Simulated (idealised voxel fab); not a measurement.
process module | voxel transistor to metal
cross-section cut | 275 nm wide | cells 5 nm
A cross-section is a grid of square cells, given in bands from the top down. A band is one or more rows of cells.
Each band's line starts with the height of the band's top and of its bottom, in nm. Then come its materials from left to right, each with its width in nm. One material with "throughout" fills the band from edge to edge. "air" is empty space.
Height 0 is the level under which the wafer as received is all one material. The lowest band goes on downwards, as in "0 down".
A width such as "30 to 40" changes by the same amount from each row of cells to the next, from the band's top row to its bottom row.
"no change" after a step means that no cell of the cross-section changed.
closed voids: empty space of 8 cells or more with no open way to the top, each as width x height at its distance from the left edge, in nm
after a step's settings: what the simulator itself notes on the step
overlay nm, on a step with a mask: how far to the right of its planned place the mask lay; to the left if negative
plan
1 op RECEIVE | material Si
2 op OXIDIZE | depth nm 5
3 op CONFORMAL_DEP | material SiN | thk nm 15
4 op DIRECTIONAL_DEP | material aC | thk nm 15
5 op PATTERN | tone cover | mask id ACTIVE | material resist | width nm 105 | pitch nm 130 | thk nm 30 | overlay nm 0
6 op DIRECTIONAL_ETCH | etch materials aC | depth nm 15
7 op STRIP | etch materials resist
8 op DIRECTIONAL_ETCH | etch materials SiN | depth nm 15
9 op DIRECTIONAL_ETCH | etch materials SiO2 | depth nm 5
10 op DIRECTIONAL_ETCH | etch materials Si | depth nm 25
11 op STRIP | etch materials aC
12 op FILL_DEP | material SiO2 | thk nm 10
13 op CMP | height nm 15
14 op SELECTIVE_ETCH | etch materials SiO2 | depth nm 5
15 op STRIP | etch materials SiN
16 op SELECTIVE_ETCH | etch materials SiO2 | depth nm 5
17 op OXIDIZE | depth nm 5
18 op DIRECTIONAL_DEP | material polySi | thk nm 30
19 op DIRECTIONAL_DEP | material SiCN | thk nm 15
20 op DIRECTIONAL_DEP | material aC | thk nm 10
21 op PATTERN | tone cover | mask id GATE | material resist | width nm 25 | pitch nm 130 | thk nm 30 | overlay nm 0
22 op DIRECTIONAL_ETCH | etch materials aC | depth nm 10
23 op STRIP | etch materials resist
24 op DIRECTIONAL_ETCH | etch materials SiCN | depth nm 25
25 op DIRECTIONAL_ETCH | etch materials polySi | depth nm 40
26 op STRIP | etch materials aC
27 op CONFORMAL_DEP | material SiN | thk nm 5
28 op DIRECTIONAL_ETCH | etch materials SiN | depth nm 5
29 op DIRECTIONAL_ETCH | etch materials SiO2 | depth nm 5
30 op DIRECTIONAL_ETCH | etch materials Si | depth nm 15
31 op EPI | material pSi | thk nm 20
32 op FILL_DEP | material SiO2 | thk nm 5
33 op CMP | height nm 40
34 op DIRECTIONAL_DEP | material SiO2 | thk nm 15
35 op PATTERN | tone open | mask id CONTACT | material resist | width nm 30 | pitch nm 65 | thk nm 15 | overlay nm 0
36 op DIRECTIONAL_ETCH | etch materials SiO2 | depth nm 60
37 op STRIP | etch materials resist
38 op CONFORMAL_DEP | material TiN | thk nm 5
39 op FILL_DEP | material W | thk nm 5
40 op CMP | height nm 55
41 op DIRECTIONAL_DEP | material TiN | thk nm 5
42 op DIRECTIONAL_DEP | material W | thk nm 25
43 op MASKED_ETCH | tone cover | mask id METAL_1 | width nm 15 | etch materials W | depth nm 25 | overlay nm 0
44 op MASKED_ETCH | tone cover | mask id METAL_1 | width nm 15 | etch materials TiN | depth nm 5 | overlay nm 0
45 op CONFORMAL_DEP | material SiCN | thk nm 5
46 op FILL_DEP | material SiO2 | thk nm 5
47 op CMP | height nm 85
48 op CONFORMAL_DEP | material SiN | thk nm 5
as received, after step 1
  0 down: Si throughout
  closed voids: none
a wafer at the end: this start, this plan, one mistake
  90 to 85: SiN throughout
  85 to 60: SiO2 20 | SiCN 5 | W 15 | SiCN 5 | SiO2 55 | SiCN 5 | W 15 | SiCN 5 | SiO2 25 | SiCN 5 | W 15 | SiCN 5 | SiO2 55 | SiCN 5 | W 15 | SiCN 5 | SiO2 20
  60 to 55: SiCN 25 | TiN 15 | SiCN 65 | TiN 15 | SiCN 35 | TiN 15 | SiCN 65 | TiN 15 | SiCN 25
  55 to 40: SiO2 25 | TiN 5 | W 20 | TiN 5 | SiO2 35 | TiN 5 | W 20 | TiN 5 | SiO2 35 | TiN 5 | W 20 | TiN 5 | SiO2 35 | TiN 5 | W 20 | TiN 5 | SiO2 25
  40 to 30: SiO2 25 | TiN 5 | W 20 | TiN 5 | SiN 5 | SiCN 25 | SiN 5 | TiN 5 | W 20 | TiN 5 | SiO2 35 | TiN 5 | W 20 | TiN 5 | SiN 5 | SiCN 25 | SiN 5 | TiN 5 | W 20 | TiN 5 | SiO2 25
  30 to 20: SiO2 25 | TiN 5 | W 20 | TiN 5 | SiN 5 | polySi 25 | SiN 5 | TiN 5 | W 20 | TiN 5 | SiO2 35 | TiN 5 | W 20 | TiN 5 | SiN 5 | polySi 25 | SiN 5 | TiN 5 | W 20 | TiN 5 | SiO2 25
  20 to 15: SiO2 25 | TiN 30 | SiN 5 | polySi 25 | SiN 5 | TiN 30 | SiO2 35 | TiN 30 | SiN 5 | polySi 25 | SiN 5 | TiN 30 | SiO2 25
  15 to 5: SiO2 15 | pSi 40 | SiN 5 | polySi 25 | SiN 5 | pSi 40 | SiO2 15 | pSi 40 | SiN 5 | polySi 25 | SiN 5 | pSi 40 | SiO2 15
  5 to 0: SiO2 15 | pSi 5 | SiN 5 | pSi 30 | SiN 5 | polySi 25 | SiN 5 | pSi 30 | SiN 5 | pSi 5 | SiO2 15 | pSi 5 | SiN 5 | pSi 30 | SiN 5 | polySi 25 | SiN 5 | pSi 30 | SiN 5 | pSi 5 | SiO2 15
  0 to -5: SiO2 25 | pSi 30 | SiO2 35 | pSi 30 | SiO2 35 | pSi 30 | SiO2 35 | pSi 30 | SiO2 25
  -5 to -20: SiO2 20 | Si 5 | pSi 30 | Si 35 | pSi 30 | Si 5 | SiO2 25 | Si 5 | pSi 30 | Si 35 | pSi 30 | Si 5 | SiO2 20
  -20 to -30: SiO2 20 | Si 105 | SiO2 25 | Si 105 | SiO2 20
  -30 down: Si throughout
  closed voids: none
what went wrong: steps 15 and 16 were swapped
